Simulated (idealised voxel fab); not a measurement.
Process module under the name voxel trench capacitor
Cross-section cut: width 285 nm, square cells of 5 nm.
Heads up, the way a cross-section reads in here is a grid of square cells, handed over as bands from the top down, with every band being one or more rows of cells. The band entry comprises the height of the band's top followed by the height of its bottom, expressed in nm, and subsequently the band's materials from left to right, each stated together with its width in nm. Where a single material is marked with the word "everywhere", that material fills the band from edge to edge. The word "air" represents empty space. Basically, 0 is our baseline, since under it the wafer straight out of the box is all one material. The bottom band has no lower end and keeps on going down, so it looks like "0 -> down". When a width is written as two numbers, as in "30->40", the first number is the width in the top row of cells of the band and the second is the width in its bottom row, and the width changes by the same amount from each row to the next. Step marked "nothing different"? Then no cell in the cross-section changed in it. Listed in "Trapped voids": every empty space of 8 or more cells without an open way to the top. Form: width x height at distance, the distance being from the left edge, all in nm. On a step's line, text after the settings is the simulator commenting on that step. Each step line may optionally specify "overlay nm", which for a step with a mask gives the rightward distance between the mask's planned place and where it lay, a negative value indicating the leftward direction.
Planned process steps
1 RECEIVE [material Si]
2 CONFORMAL_DEP [material SiN] [thk nm 10]
3 MASKED_ETCH [tone open] [mask id TRENCH] [width nm 25] [pitch nm 55] [etch materials SiN] [depth nm 10] [overlay nm 0]
4 MASKED_ETCH [tone open] [mask id TRENCH] [width nm 25] [pitch nm 55] [etch materials Si] [depth nm 40] [overlay nm 0]
5 CONFORMAL_DEP [material HfO2] [thk nm 5]
6 CONFORMAL_DEP [material TiN] [thk nm 5]
7 FILL_DEP [material W] [thk nm 10]
8 CMP [height nm 10]
Delivered wafer in cross-section: state after step 1
	0 -> down: Si everywhere
	Trapped voids: none
Cross-section: first of two wafers, module finished, run according to plan
	10 -> 0: SiN 100 nm / HfO2 5 nm / TiN 5 nm / W 5 nm / TiN 5 nm / HfO2 5 nm / SiN 30 nm / HfO2 5 nm / TiN 5 nm / W 5 nm / TiN 5 nm / HfO2 5 nm / SiN 105 nm
	0 -> -30: Si 100 nm / HfO2 5 nm / TiN 5 nm / W 5 nm / TiN 5 nm / HfO2 5 nm / Si 30 nm / HfO2 5 nm / TiN 5 nm / W 5 nm / TiN 5 nm / HfO2 5 nm / Si 105 nm
	-30 -> -35: Si 100 nm / HfO2 5 nm / TiN 15 nm / HfO2 5 nm / Si 30 nm / HfO2 5 nm / TiN 15 nm / HfO2 5 nm / Si 105 nm
	-35 -> -40: Si 100 nm / HfO2 25 nm / Si 30 nm / HfO2 25 nm / Si 105 nm
	-40 -> down: Si everywhere
	Trapped voids: none
Cross-sectional image of the second wafer of the two following completion of the module. Starting state and process plan were the same as for the first wafer; one execution error occurred
	10 -> 0: SiN 100 nm / HfO2 5->10 nm / TiN 15->5 nm / HfO2 5->10 nm / SiN 30 nm / HfO2 5->10 nm / TiN 15->5 nm / HfO2 5->10 nm / SiN 105 nm
	0 -> -35: Si 105 nm / HfO2 5 nm / TiN 5 nm / HfO2 5 nm / Si 40 nm / HfO2 5 nm / TiN 5 nm / HfO2 5 nm / Si 110 nm
	-35 -> -40: Si 105 nm / HfO2 15 nm / Si 40 nm / HfO2 15 nm / Si 110 nm
	-40 -> down: Si everywhere
	Trapped voids: none
Run error: so step 4 ended up running with a different setting than we planned, it ran as MASKED_ETCH [tone open] [mask id TRENCH] [width nm 15] [pitch nm 55] [etch materials Si] [depth nm 40] [overlay nm 0]
Bottom line after processing is that, in cells, the second wafer is up or down on some materials versus the first: +32 Si, -16 TiN, -16 W
